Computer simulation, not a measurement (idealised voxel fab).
Process module, titled voxel ribs on slabs
This is section cut - it's 255 nm across, gridded in 5 nm square cells.
Cross-section = grid of square cells, listed top down in bands; band = one or more rows.
Look at the band entry: it leads with the top's height and the bottom's height in nm. Then it lists the materials left to right, with a width in nm for each. The word "full width" on a single material says that material fills the band edge to edge. The word "blank" is empty space.
Below 0: as-received wafer, all one material; heights counted from there. Lowest band: no bottom, goes on down, written "0..down".
Note: "30 to 40" means the width goes from the first number (top row of the band) to the second number (bottom row) in equal steps per row of cells.
Given "identical to before" for a step, no cell of the cross-section differs between before and after that step.
This entry, "Closed internal cavities", enumerates those empty regions of no fewer than 8 cells that possess no open connection to the top. Each region is reported in the form width x height at distance, the distance being taken from the left edge, with all three quantities expressed in nm.
after a step's settings: what the simulator itself notes on the step
"overlay nm", when on a step's line for a step with a mask, measures how far to the right of its planned place the mask lay; a negative measure means to the left.

# Set out below are the planned steps of the process
- 1: RECEIVE with material Si
- 2: DIRECTIONAL_DEP with material SiO2, thk nm 30
- 3: DIRECTIONAL_DEP with material polySi, thk nm 15
- 4: MASKED_ETCH with tone cover, mask id RIB, width nm 20, etch materials polySi, depth nm 10, overlay nm 0
- 5: DIRECTIONAL_DEP with material aC, thk nm 10
- 6: PATTERN with tone cover, mask id SLAB, material resist, width nm 80, thk nm 25, overlay nm 0
- 7: DIRECTIONAL_ETCH with etch materials aC, depth nm 10
- 8: STRIP with etch materials resist
- 9: DIRECTIONAL_ETCH with etch materials polySi, depth nm 5
- 10: STRIP with etch materials aC
- 11: FILL_DEP with material SiO2, thk nm 20
- 12: CMP with height nm 60
- 13: DIRECTIONAL_DEP with material W, thk nm 10
- 14: DIRECTIONAL_DEP with material aC, thk nm 15
- 15: PATTERN with tone cover, mask id HEATER, material resist, width nm 30, thk nm 30, overlay nm 0
- 16: DIRECTIONAL_ETCH with etch materials aC, depth nm 15
- 17: STRIP with etch materials resist
- 18: DIRECTIONAL_ETCH with etch materials W, depth nm 10
- 19: STRIP with etch materials aC
- 20: CONFORMAL_DEP with material SiO2, thk nm 10

# First of two wafers, processed according to plan

# As-received wafer cross-section (after step 1)
  0..down  Si full width
  Closed internal cavities: none

# After step 2, in cross-section
  30..0  SiO2 full width
  No changes below 0.

# After step 3, in cross-section
  45..30  polySi full width
  No changes below 30.

# After step 4, in cross-section
  45..35  blank 115 nm  polySi 20 nm  blank 120 nm
  No changes below 35.

# After step 5, in cross-section
  55..45  blank 115 nm  aC 20 nm  blank 120 nm
  45..35  aC 115 nm  polySi 20 nm  aC 120 nm
  No changes below 35.

# After step 6, in cross-section
  80..55  blank 85 nm  resist 80 nm  blank 90 nm
  55..45  blank 85 nm  resist 30 nm  aC 20 nm  resist 30 nm  blank 90 nm
  No changes below 45.

# After step 7, in cross-section
  70..55  blank 85 nm  resist 80 nm  blank 90 nm
  55..45  blank 85 nm  resist 30 nm  aC 20 nm  resist 30 nm  blank 90 nm
  45..35  blank 85 nm  aC 30 nm  polySi 20 nm  aC 30 nm  blank 90 nm
  No changes below 35.

# After step 8, in cross-section
  55..45  blank 115 nm  aC 20 nm  blank 120 nm
  No changes below 45.

# After step 9, in cross-section
  55..45  blank 115 nm  aC 20 nm  blank 120 nm
  45..35  blank 85 nm  aC 30 nm  polySi 20 nm  aC 30 nm  blank 90 nm
  35..30  blank 85 nm  polySi 80 nm  blank 90 nm
  No changes below 30.

# After step 10, in cross-section
  45..35  blank 115 nm  polySi 20 nm  blank 120 nm
  No changes below 35.

# After step 11, in cross-section
  65..45  SiO2 full width
  45..35  SiO2 115 nm  polySi 20 nm  SiO2 120 nm
  35..30  SiO2 85 nm  polySi 80 nm  SiO2 90 nm
  No changes below 30.

# After step 12, in cross-section
  60..45  SiO2 full width
  No changes below 45.

# After step 13, in cross-section
  70..60  W full width
  No changes below 60.

# After step 14, in cross-section
  85..70  aC full width
  No changes below 70.

# After step 15, in cross-section
  115..85  blank 110 nm  resist 30 nm  blank 115 nm
  No changes below 85.

# After step 16, in cross-section
  100..85  blank 110 nm  resist 30 nm  blank 115 nm
  85..70  blank 110 nm  aC 30 nm  blank 115 nm
  No changes below 70.

# After step 17, in cross-section
  85..70  blank 110 nm  aC 30 nm  blank 115 nm
  No changes below 70.

# After step 18, in cross-section
  85..70  blank 110 nm  aC 30 nm  blank 115 nm
  70..60  blank 110 nm  W 30 nm  blank 115 nm
  No changes below 60.

# After step 19, in cross-section
  70..60  blank 110 nm  W 30 nm  blank 115 nm
  No changes below 60.

# After step 20, in cross-section
  80..70  blank 100 nm  SiO2 50 nm  blank 105 nm
  70..60  SiO2 110 nm  W 30 nm  SiO2 115 nm
  No changes below 60.

# Wafer two: like wafer one in start and plan, but with one mistake in execution; identical up to and including step 12

# What the second wafer looks like in cross-section when step 13 should have wrapped up
  65..60  W full width
  No changes below 60.

# What the second wafer looks like in cross-section when step 14 should have wrapped up
  80..65  aC full width
  No changes below 65.

# What the second wafer looks like in cross-section when step 15 should have wrapped up
  110..80  blank 110 nm  resist 30 nm  blank 115 nm
  No changes below 80.

# What the second wafer looks like in cross-section when step 16 should have wrapped up
  95..80  blank 110 nm  resist 30 nm  blank 115 nm
  80..65  blank 110 nm  aC 30 nm  blank 115 nm
  No changes below 65.

# What the second wafer looks like in cross-section when step 17 should have wrapped up
  80..65  blank 110 nm  aC 30 nm  blank 115 nm
  No changes below 65.

# What the second wafer looks like in cross-section when step 18 should have wrapped up
  80..65  blank 110 nm  aC 30 nm  blank 115 nm
  65..60  blank 110 nm  W 30 nm  blank 115 nm
  No changes below 60.

# What the second wafer looks like in cross-section when step 19 should have wrapped up
  65..60  blank 110 nm  W 30 nm  blank 115 nm
  No changes below 60.

# What the second wafer looks like in cross-section when step 20 should have wrapped up
  75..70  blank 100 nm  SiO2 50 nm  blank 105 nm
  70..65  SiO2 full width
  65..60  SiO2 110 nm  W 30 nm  SiO2 115 nm
  No changes below 60.
Which mistake was made when the wafer was run? planned and actual differ for step 13; actual: DIRECTIONAL_DEP with material W, thk nm 5
The closing comparison, in cells, has the second wafer with more or fewer of some materials than the first: 4 fewer of SiO2, 6 fewer of W
